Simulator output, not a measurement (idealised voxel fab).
process module | voxel gate over fins
cross-section cut | 170 nm wide | cells 5 nm
A cross-section is a grid of square cells, given in bands from the top down. A band is one or more rows of cells.
Each band's line starts with the height of the band's top and of its bottom, in nm. Then come its materials from left to right, each with its width in nm. One material with "throughout" fills the band from edge to edge. "air" is empty space.
Height 0 is the level under which the wafer as received is all one material. The lowest band goes on downwards, as in "0 down".
A width such as "30 to 40" changes by the same amount from each row of cells to the next, from the band's top row to its bottom row.
"no change" after a step means that no cell of the cross-section changed.
closed voids: empty space of 8 cells or more with no open way to the top, each as width x height at its distance from the left edge, in nm
after a step's settings: what the simulator itself notes on the step
overlay nm, on a step with a mask: how far to the right of its planned place the mask lay; to the left if negative
plan
1 op RECEIVE | material Si
2 op CONFORMAL_DEP | material SiN | thk nm 5
3 op DIRECTIONAL_DEP | material aC | thk nm 10
4 op PATTERN | tone cover | mask id FINS | material resist | width nm 15 | pitch nm 55 | thk nm 30 | overlay nm 0
5 op DIRECTIONAL_ETCH | etch materials aC | depth nm 10
6 op STRIP | etch materials resist
7 op DIRECTIONAL_ETCH | etch materials SiN | depth nm 5
8 op DIRECTIONAL_ETCH | etch materials Si | depth nm 30
9 op STRIP | etch materials aC
10 op OXIDIZE | depth nm 5
11 op FILL_DEP | material SiO2 | thk nm 5
12 op CMP | height nm 5
13 op MASKED_ETCH | tone open | mask id RAIL | width nm 15 | etch materials SiO2 | depth nm 30 | overlay nm 0
14 op CONFORMAL_DEP | material TiN | thk nm 5
15 op FILL_DEP | material W | thk nm 5
16 op CMP | height nm 5
17 op SELECTIVE_ETCH | etch materials W Ru TiN | depth nm 25
18 op FILL_DEP | material SiO2 | thk nm 5
19 op CMP | height nm 5
20 op SELECTIVE_ETCH | etch materials SiO2 | depth nm 20
21 op STRIP | etch materials SiN
22 op CONFORMAL_DEP | material HfO2 | thk nm 5
23 op CONFORMAL_DEP | material TiN | thk nm 5
24 op FILL_DEP | material W | thk nm 15
25 op CMP | height nm 20
26 op CONFORMAL_DEP | material SiN | thk nm 10
as received, after step 1
  0 down: Si throughout
  closed voids: none
a wafer at the end: this start, this plan, one mistake
  30 to 20: SiO2 throughout
  20 to 10: W throughout
  10 to 5: W 15 | TiN 25 | W 30 | TiN 25 | W 30 | TiN 25 | W 20
  5 to 0: W 15 | TiN 5 | HfO2 15 | TiN 5 | W 30 | TiN 5 | HfO2 15 | TiN 5 | W 30 | TiN 5 | HfO2 15 | TiN 5 | W 20
  0 to -5: W 15 | TiN 5 | HfO2 5 | Si 5 | HfO2 5 | TiN 5 | W 30 | TiN 5 | HfO2 5 | Si 5 | HfO2 5 | TiN 5 | W 30 | TiN 5 | HfO2 5 | Si 5 | HfO2 5 | TiN 5 | W 20
  -5 to -10: TiN 20 | HfO2 5 | Si 5 | HfO2 5 | TiN 40 | HfO2 5 | Si 5 | HfO2 5 | TiN 40 | HfO2 5 | Si 5 | HfO2 5 | TiN 25
  -10 to -15: HfO2 25 | Si 5 | HfO2 50 | Si 5 | HfO2 50 | Si 5 | HfO2 30
  -15 to -20: SiO2 25 | Si 5 | SiO2 50 | Si 5 | SiO2 50 | Si 5 | SiO2 30
  -20 to -25: SiO2 25 | Si 5 | SiO2 15 | TiN 15 | SiO2 20 | Si 5 | SiO2 50 | Si 5 | SiO2 30
  -25 to -35: SiO2 25 | Si 5 | SiO2 50 | Si 5 | SiO2 50 | Si 5 | SiO2 30
  -35 down: Si throughout
  closed voids: none
what went wrong: step 26 ran as: op CONFORMAL_DEP | material SiO2 | thk nm 10
